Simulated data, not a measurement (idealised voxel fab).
Process module heading - voxel gate over fins
Xsec cut, 240 nm wide, square cell size 5 nm.
A cross-section in this document is a grid of square cells, and it is written down as bands, the top band listed before the ones below it; a band is made up of one or more rows of cells.
Basically the band line says how high the top is and how high the bottom is, in nm, and then what's in it from left to right, every material with its width in nm. Empty space shows up as "empty", and if a single material carries "throughout" it runs the full band edge to edge.
Heads up on the height convention: 0 is the point under which the incoming wafer is all one material, and the lowest band has no bottom, it just keeps going down, like "0 down".
You'd read "30..40" like this: the band's top row of cells is as wide as the first number, its bottom row is as wide as the second, and going down, every row changes width by the same amount as the row before did.
Where a step carries "all unchanged", the cross-section came out of it unchanged, cell for cell.
"Closed void table" - sealed voids, min. 8 cells, no opening to top; format: width x height at distance (distance from left edge; nm throughout).
Text after the settings on a step's line: the simulator's own remark on that step.
What "overlay nm" on a step's line means: if the step has a mask, that mask lay this far to the right of its planned place, or, when the value is negative, to the left.

The process steps that were planned are listed below
1: RECEIVE | material Si
2: CONFORMAL_DEP | material SiN | thk nm 5
3: PATTERN | tone cover | mask id FINS | material resist | width nm 15 | pitch nm 60 | thk nm 20 | overlay nm 0
4: DIRECTIONAL_ETCH | etch materials SiN | depth nm 5
5: DIRECTIONAL_ETCH | etch materials Si | depth nm 35
6: STRIP | etch materials resist
7: OXIDIZE | depth nm 5
8: FILL_DEP | material SiO2 | thk nm 15
9: CMP | height nm 5
10: MASKED_ETCH | tone open | mask id RAIL | width nm 15 | etch materials SiO2 | depth nm 35 | overlay nm 0
11: CONFORMAL_DEP | material TiN | thk nm 5
12: FILL_DEP | material W | thk nm 5
13: CMP | height nm 5
14: SELECTIVE_ETCH | etch materials W Ru TiN | depth nm 30
15: FILL_DEP | material SiO2 | thk nm 5
16: CMP | height nm 5
17: SELECTIVE_ETCH | etch materials SiO2 | depth nm 20
18: STRIP | etch materials SiN
19: CONFORMAL_DEP | material HfO2 | thk nm 5
20: CONFORMAL_DEP | material TiN | thk nm 5
21: CONFORMAL_DEP | material TiAl | thk nm 5
22: CONFORMAL_DEP | material TiN | thk nm 5
23: FILL_DEP | material W | thk nm 15
24: CMP | height nm 30
25: CONFORMAL_DEP | material SiCN | thk nm 5

What follows covers the first of two wafers; it ran as planned

Incoming wafer, cross-sectional view, post step 1
    0 down = Si throughout
    Closed void table: none

The wafer, seen in cross-section, after step 2
    5 to 0 = SiN throughout
    For the remainder of the cross-section, below 0, there is no change.

The wafer, seen in cross-section, after step 3
    25 to 5 = empty (80); resist (15); empty (45); resist (15); empty (85)
    For the remainder of the cross-section, below 5, there is no change.

The wafer, seen in cross-section, after step 4
    25 to 5 = empty (80); resist (15); empty (45); resist (15); empty (85)
    5 to 0 = empty (80); SiN (15); empty (45); SiN (15); empty (85)
    For the remainder of the cross-section, below 0, there is no change.

The wafer, seen in cross-section, after step 5
    25 to 5 = empty (80); resist (15); empty (45); resist (15); empty (85)
    5 to 0 = empty (80); SiN (15); empty (45); SiN (15); empty (85)
    0 to -35 = empty (80); Si (15); empty (45); Si (15); empty (85)
    For the remainder of the cross-section, below -35, there is no change.

The wafer, seen in cross-section, after step 6
    5 to 0 = empty (80); SiN (15); empty (45); SiN (15); empty (85)
    For the remainder of the cross-section, below 0, there is no change.

The wafer, seen in cross-section, after step 7
    5 to 0 = empty (80); SiN (15); empty (45); SiN (15); empty (85)
    0 to -35 = empty (80); SiO2 (5); Si (5); SiO2 (5); empty (45); SiO2 (5); Si (5); SiO2 (5); empty (85)
    -35 to -40 = SiO2 (85); Si (5); SiO2 (55); Si (5); SiO2 (90)
    For the remainder of the cross-section, below -40, there is no change.

The wafer, seen in cross-section, after step 8
    20 to 5 = SiO2 throughout
    5 to 0 = SiO2 (80); SiN (15); SiO2 (45); SiN (15); SiO2 (85)
    0 to -40 = SiO2 (85); Si (5); SiO2 (55); Si (5); SiO2 (90)
    For the remainder of the cross-section, below -40, there is no change.

The wafer, seen in cross-section, after step 9
    5 to 0 = SiO2 (80); SiN (15); SiO2 (45); SiN (15); SiO2 (85)
    For the remainder of the cross-section, below 0, there is no change.

The wafer, seen in cross-section, after step 10
    5 to 0 = SiO2 (80); SiN (15); SiO2 (15); empty (15); SiO2 (15); SiN (15); SiO2 (85)
    0 to -30 = SiO2 (85); Si (5); SiO2 (20); empty (15); SiO2 (20); Si (5); SiO2 (90)
    For the remainder of the cross-section, below -30, there is no change.

The wafer, seen in cross-section, after step 11
    10 to 5 = TiN (115); empty (5); TiN (120)
    5 to 0 = SiO2 (80); SiN (15); SiO2 (15); TiN (5); empty (5); TiN (5); SiO2 (15); SiN (15); SiO2 (85)
    0 to -25 = SiO2 (85); Si (5); SiO2 (20); TiN (5); empty (5); TiN (5); SiO2 (20); Si (5); SiO2 (90)
    -25 to -30 = SiO2 (85); Si (5); SiO2 (20); TiN (15); SiO2 (20); Si (5); SiO2 (90)
    For the remainder of the cross-section, below -30, there is no change.

The wafer, seen in cross-section, after step 12
    15 to 10 = W throughout
    10 to 5 = TiN (115); W (5); TiN (120)
    5 to 0 = SiO2 (80); SiN (15); SiO2 (15); TiN (5); W (5); TiN (5); SiO2 (15); SiN (15); SiO2 (85)
    0 to -25 = SiO2 (85); Si (5); SiO2 (20); TiN (5); W (5); TiN (5); SiO2 (20); Si (5); SiO2 (90)
    For the remainder of the cross-section, below -25, there is no change.

The wafer, seen in cross-section, after step 13
    5 to 0 = SiO2 (80); SiN (15); SiO2 (15); TiN (5); W (5); TiN (5); SiO2 (15); SiN (15); SiO2 (85)
    For the remainder of the cross-section, below 0, there is no change.

The wafer, seen in cross-section, after step 14
    5 to 0 = SiO2 (80); SiN (15); SiO2 (15); empty (15); SiO2 (15); SiN (15); SiO2 (85)
    0 to -25 = SiO2 (85); Si (5); SiO2 (20); empty (15); SiO2 (20); Si (5); SiO2 (90)
    For the remainder of the cross-section, below -25, there is no change.

The wafer, seen in cross-section, after step 15
    10 to 5 = SiO2 throughout
    5 to 0 = SiO2 (80); SiN (15); SiO2 (45); SiN (15); SiO2 (85)
    0 to -25 = SiO2 (85); Si (5); SiO2 (55); Si (5); SiO2 (90)
    For the remainder of the cross-section, below -25, there is no change.

The wafer, seen in cross-section, after step 16
    5 to 0 = SiO2 (80); SiN (15); SiO2 (45); SiN (15); SiO2 (85)
    For the remainder of the cross-section, below 0, there is no change.

The wafer, seen in cross-section, after step 17
    5 to 0 = empty (80); SiN (15); empty (45); SiN (15); empty (85)
    0 to -15 = empty (85); Si (5); empty (55); Si (5); empty (90)
    For the remainder of the cross-section, below -15, there is no change.

The wafer, seen in cross-section, after step 18
    0 to -15 = empty (85); Si (5); empty (55); Si (5); empty (90)
    For the remainder of the cross-section, below -15, there is no change.

The wafer, seen in cross-section, after step 19
    5 to 0 = empty (80); HfO2 (15); empty (45); HfO2 (15); empty (85)
    0 to -10 = empty (80); HfO2 (5); Si (5); HfO2 (5); empty (45); HfO2 (5); Si (5); HfO2 (5); empty (85)
    -10 to -15 = HfO2 (85); Si (5); HfO2 (55); Si (5); HfO2 (90)
    For the remainder of the cross-section, below -15, there is no change.

The wafer, seen in cross-section, after step 20
    10 to 5 = empty (75); TiN (25); empty (35); TiN (25); empty (80)
    5 to 0 = empty (75); TiN (5); HfO2 (15); TiN (5); empty (35); TiN (5); HfO2 (15); TiN (5); empty (80)
    0 to -5 = empty (75); TiN (5); HfO2 (5); Si (5); HfO2 (5); TiN (5); empty (35); TiN (5); HfO2 (5); Si (5); HfO2 (5); TiN (5); empty (80)
    -5 to -10 = TiN (80); HfO2 (5); Si (5); HfO2 (5); TiN (45); HfO2 (5); Si (5); HfO2 (5); TiN (85)
    For the remainder of the cross-section, below -10, there is no change.

The wafer, seen in cross-section, after step 21
    15 to 10 = empty (70); TiAl (35); empty (25); TiAl (35); empty (75)
    10 to 5 = empty (70); TiAl (5); TiN (25); TiAl (5); empty (25); TiAl (5); TiN (25); TiAl (5); empty (75)
    5 to 0 = empty (70); TiAl (5); TiN (5); HfO2 (15); TiN (5); TiAl (5); empty (25); TiAl (5); TiN (5); HfO2 (15); TiN (5); TiAl (5); empty (75)
    0 to -5 = TiAl (75); TiN (5); HfO2 (5); Si (5); HfO2 (5); TiN (5); TiAl (35); TiN (5); HfO2 (5); Si (5); HfO2 (5); TiN (5); TiAl (80)
    For the remainder of the cross-section, below -5, there is no change.

The wafer, seen in cross-section, after step 22
    20 to 15 = empty (65); TiN (45); empty (15); TiN (45); empty (70)
    15 to 10 = empty (65); TiN (5); TiAl (35); TiN (5); empty (15); TiN (5); TiAl (35); TiN (5); empty (70)
    10 to 5 = empty (65); TiN (5); TiAl (5); TiN (25); TiAl (5); TiN (5); empty (15); TiN (5); TiAl (5); TiN (25); TiAl (5); TiN (5); empty (70)
    5 to 0 = TiN (70); TiAl (5); TiN (5); HfO2 (15); TiN (5); TiAl (5); TiN (25); TiAl (5); TiN (5); HfO2 (15); TiN (5); TiAl (5); TiN (75)
    For the remainder of the cross-section, below 0, there is no change.

The wafer, seen in cross-section, after step 23
    35 to 20 = W throughout
    20 to 15 = W (65); TiN (45); W (15); TiN (45); W (70)
    15 to 10 = W (65); TiN (5); TiAl (35); TiN (5); W (15); TiN (5); TiAl (35); TiN (5); W (70)
    10 to 5 = W (65); TiN (5); TiAl (5); TiN (25); TiAl (5); TiN (5); W (15); TiN (5); TiAl (5); TiN (25); TiAl (5); TiN (5); W (70)
    For the remainder of the cross-section, below 5, there is no change.

The wafer, seen in cross-section, after step 24
    30 to 20 = W throughout
    For the remainder of the cross-section, below 20, there is no change.

The wafer, seen in cross-section, after step 25
    35 to 30 = SiCN throughout
    For the remainder of the cross-section, below 30, there is no change.

It is to be noted that the second wafer proceeded from the same initial state and according to the same plan as the first, although one mistake was committed in its execution; through step 18, inclusive, the two wafers share an identical history

Cross-section of the second wafer corresponding to the planned conclusion of step 19
    15 to 0 = empty (70); HfO2 (35); empty (25); HfO2 (35); empty (75)
    0 to -15 = HfO2 (85); Si (5); HfO2 (55); Si (5); HfO2 (90)
    For the remainder of the cross-section, below -15, there is no change.

Cross-section of the second wafer corresponding to the planned conclusion of step 20
    20 to 15 = empty (65); TiN (45); empty (15); TiN (45); empty (70)
    15 to 5 = empty (65); TiN (5); HfO2 (35); TiN (5); empty (15); TiN (5); HfO2 (35); TiN (5); empty (70)
    5 to 0 = TiN (70); HfO2 (35); TiN (25); HfO2 (35); TiN (75)
    For the remainder of the cross-section, below 0, there is no change.

Cross-section of the second wafer corresponding to the planned conclusion of step 21
    25 to 20 = empty (60); TiAl (55); empty (5); TiAl (55); empty (65)
    20 to 15 = empty (60); TiAl (5); TiN (45); TiAl (5); empty (5); TiAl (5); TiN (45); TiAl (5); empty (65)
    15 to 10 = empty (60); TiAl (5); TiN (5); HfO2 (35); TiN (5); TiAl (5); empty (5); TiAl (5); TiN (5); HfO2 (35); TiN (5); TiAl (5); empty (65)
    10 to 5 = TiAl (65); TiN (5); HfO2 (35); TiN (5); TiAl (15); TiN (5); HfO2 (35); TiN (5); TiAl (70)
    For the remainder of the cross-section, below 5, there is no change.

Cross-section of the second wafer corresponding to the planned conclusion of step 22
    30 to 25 = empty (55); TiN (125); empty (60)
    25 to 20 = empty (55); TiN (5); TiAl (55); TiN (5); TiAl (55); TiN (5); empty (60)
    20 to 15 = empty (55); TiN (5); TiAl (5); TiN (45); TiAl (5); TiN (5); TiAl (5); TiN (45); TiAl (5); TiN (5); empty (60)
    15 to 10 = TiN (60); TiAl (5); TiN (5); HfO2 (35); TiN (5); TiAl (5); TiN (5); TiAl (5); TiN (5); HfO2 (35); TiN (5); TiAl (5); TiN (65)
    For the remainder of the cross-section, below 10, there is no change.

Cross-section of the second wafer corresponding to the planned conclusion of step 23
    45 to 30 = W throughout
    30 to 25 = W (55); TiN (125); W (60)
    25 to 20 = W (55); TiN (5); TiAl (55); TiN (5); TiAl (55); TiN (5); W (60)
    20 to 15 = W (55); TiN (5); TiAl (5); TiN (45); TiAl (5); TiN (5); TiAl (5); TiN (45); TiAl (5); TiN (5); W (60)
    For the remainder of the cross-section, below 15, there is no change.

Cross-section of the second wafer corresponding to the planned conclusion of step 24
    30 to 25 = W (55); TiN (125); W (60)
    For the remainder of the cross-section, below 25, there is no change.

Cross-section of the second wafer corresponding to the planned conclusion of step 25
    35 to 30 = SiCN throughout
    For the remainder of the cross-section, below 30, there is no change.
Deviation from plan: not per plan at step 19, really ran CONFORMAL_DEP | material HfO2 | thk nm 15
Looking at both finished wafers in cells, the second ends up ahead of or behind the first on some materials: 120 more of HfO2; 3 fewer of TiN; 117 fewer of W
